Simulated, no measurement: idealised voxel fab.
Presented below is a process module, voxel local oxidation.
Square cells of 5 nm make up the cross-section cut, whose width is 175 nm.
This document writes a cross-section as a grid whose cells are square, and gives it as bands, listed from the top down; one or more rows of cells form a band. Basically the band line says how high the top is and how high the bottom is, in nm, and then what's in it from left to right, every material with its width in nm. Empty space shows up as "air", and if a single material carries "all across" it runs the full band edge to edge. Ref level 0: as-received wafer is one material below here. Bottom band extends down with no lower bound ("top 0, no bottom"). With a width like "30 to 40", each row of cells in the band differs from the next by the same amount, the top row carrying the first number and the bottom row the second. "remains unaltered" for a step: no cell of the cross-section changed in that step. "Closed empty spaces": empty spaces of 8 cells or more with no open way to the top, each given as width x height at distance, distance from the left edge, all in nm. Post-settings text on a step line: simulator's own remark regarding the step. Among the settings permitted on a step's line is "overlay nm"; applied to a step with a mask, it specifies the extent to which the mask lay to the right of its planned position, whereas a negative figure signifies a position to the left.

### The process steps that were planned are listed below
1: RECEIVE [material Si]
2: CONFORMAL_DEP [material SiO2] [thk nm 5]
3: CONFORMAL_DEP [material SiN] [thk nm 15]
4: MASKED_ETCH [tone cover] [mask id ACTIVE] [width nm 90] [etch materials SiN] [depth nm 15] [overlay nm 0]
5: SELECTIVE_ETCH [etch materials SiO2] [depth nm 5]
6: OXIDIZE [depth nm 15]
7: STRIP [etch materials SiN]

### Cross-section of the incoming wafer, state after step 1
- top 0, no bottom = Si all across
- Closed empty spaces: none

### Below is the wafer in cross-section after the module was completed. It began from the starting point shown above and followed the plan shown above, except that one mistake was made while running it
- top 0, bottom -15 = air 60, then Si 50, then air 65
- top -15, no bottom = Si all across
- Closed empty spaces: none
Diagnosis: step 7 was processed under conditions differing from the plan, specifically as STRIP [etch materials SiO2]
